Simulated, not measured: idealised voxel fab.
process module | voxel double patterning
cross-section cut | 275 nm wide | cells 5 nm
A cross-section is a grid of square cells, given in bands from the top down. A band is one or more rows of cells.
Each band's line starts with the height of the band's top and of its bottom, in nm. Then come its materials from left to right, each with its width in nm. One material with "throughout" fills the band from edge to edge. "air" is empty space.
Height 0 is the level under which the wafer as received is all one material. The lowest band goes on downwards, as in "0 down".
A width such as "30 to 40" changes by the same amount from each row of cells to the next, from the band's top row to its bottom row.
"no change" after a step means that no cell of the cross-section changed.
closed voids: empty space of 8 cells or more with no open way to the top, each as width x height at its distance from the left edge, in nm
after a step's settings: what the simulator itself notes on the step
overlay nm, on a step with a mask: how far to the right of its planned place the mask lay; to the left if negative
plan
1 op RECEIVE | material Si
2 op CONFORMAL_DEP | material SiO2 | thk nm 10
3 op DIRECTIONAL_DEP | material W | thk nm 15
4 op DIRECTIONAL_DEP | material SiCN | thk nm 5
5 op PATTERN | tone open | mask id FIRST | material resist | width nm 15 | pitch nm 50 | thk nm 15 | overlay nm 0
6 op DIRECTIONAL_ETCH | etch materials SiCN | depth nm 5
7 op STRIP | etch materials resist
8 op PATTERN | tone open | mask id SECOND | material resist | width nm 15 | pitch nm 50 | thk nm 15 | overlay nm 0
9 op DIRECTIONAL_ETCH | etch materials SiCN | depth nm 5
10 op STRIP | etch materials resist
11 op DIRECTIONAL_ETCH | etch materials W | depth nm 15
12 op STRIP | etch materials SiCN
first wafer, as planned
as received, after step 1
  0 down: Si throughout
  closed voids: none
after step 2
  10 to 0: SiO2 throughout
  below 0: unchanged
after step 3
  25 to 10: W throughout
  below 10: unchanged
after step 4
  30 to 25: SiCN throughout
  below 25: unchanged
after step 5
  45 to 30: resist 80 | air 15 | resist 35 | air 15 | resist 35 | air 15 | resist 80
  below 30: unchanged
after step 6
  45 to 30: resist 80 | air 15 | resist 35 | air 15 | resist 35 | air 15 | resist 80
  30 to 25: SiCN 80 | air 15 | SiCN 35 | air 15 | SiCN 35 | air 15 | SiCN 80
  below 25: unchanged
after step 7
  30 to 25: SiCN 80 | air 15 | SiCN 35 | air 15 | SiCN 35 | air 15 | SiCN 80
  below 25: unchanged
after step 8
  45 to 30: resist 105 | air 15 | resist 35 | air 15 | resist 105
  30 to 25: SiCN 80 | resist 15 | SiCN 35 | resist 15 | SiCN 35 | resist 15 | SiCN 80
  below 25: unchanged
after step 9
  45 to 30: resist 105 | air 15 | resist 35 | air 15 | resist 105
  30 to 25: SiCN 80 | resist 15 | SiCN 10 | air 15 | SiCN 10 | resist 15 | SiCN 10 | air 15 | SiCN 10 | resist 15 | SiCN 80
  below 25: unchanged
after step 10
  30 to 25: SiCN 80 | air 15 | SiCN 10 | air 15 | SiCN 10 | air 15 | SiCN 10 | air 15 | SiCN 10 | air 15 | SiCN 80
  below 25: unchanged
after step 11
  30 to 25: SiCN 80 | air 15 | SiCN 10 | air 15 | SiCN 10 | air 15 | SiCN 10 | air 15 | SiCN 10 | air 15 | SiCN 80
  25 to 10: W 80 | air 15 | W 10 | air 15 | W 10 | air 15 | W 10 | air 15 | W 10 | air 15 | W 80
  below 10: unchanged
after step 12
  25 to 10: W 80 | air 15 | W 10 | air 15 | W 10 | air 15 | W 10 | air 15 | W 10 | air 15 | W 80
  below 10: unchanged
second wafer: like start, like plan, one mistake. Through step 4 it matches the first wafer
when step 5 should have ended
  45 to 30: resist 80 | air 20 | resist 30 | air 20 | resist 30 | air 20 | resist 75
  below 30: unchanged
when step 6 should have ended
  45 to 30: resist 80 | air 20 | resist 30 | air 20 | resist 30 | air 20 | resist 75
  30 to 25: SiCN 80 | air 20 | SiCN 30 | air 20 | SiCN 30 | air 20 | SiCN 75
  below 25: unchanged
when step 7 should have ended
  30 to 25: SiCN 80 | air 20 | SiCN 30 | air 20 | SiCN 30 | air 20 | SiCN 75
  below 25: unchanged
when step 8 should have ended
  45 to 30: resist 105 | air 15 | resist 35 | air 15 | resist 105
  30 to 25: SiCN 80 | resist 20 | SiCN 30 | resist 20 | SiCN 30 | resist 20 | SiCN 75
  below 25: unchanged
when step 9 should have ended
  45 to 30: resist 105 | air 15 | resist 35 | air 15 | resist 105
  30 to 25: SiCN 80 | resist 20 | SiCN 5 | air 15 | SiCN 10 | resist 20 | SiCN 5 | air 15 | SiCN 10 | resist 20 | SiCN 75
  below 25: unchanged
when step 10 should have ended
  30 to 25: SiCN 80 | air 20 | SiCN 5 | air 15 | SiCN 10 | air 20 | SiCN 5 | air 15 | SiCN 10 | air 20 | SiCN 75
  below 25: unchanged
when step 11 should have ended
  30 to 25: SiCN 80 | air 20 | SiCN 5 | air 15 | SiCN 10 | air 20 | SiCN 5 | air 15 | SiCN 10 | air 20 | SiCN 75
  25 to 10: W 80 | air 20 | W 5 | air 15 | W 10 | air 20 | W 5 | air 15 | W 10 | air 20 | W 75
  below 10: unchanged
when step 12 should have ended
  25 to 10: W 80 | air 20 | W 5 | air 15 | W 10 | air 20 | W 5 | air 15 | W 10 | air 20 | W 75
  below 10: unchanged
what went wrong: step 5 ran as: op PATTERN | tone open | mask id FIRST | material resist | width nm 20 | pitch nm 50 | thk nm 15 | overlay nm 0
at the end the second wafer has, in cells: 9 fewer of W
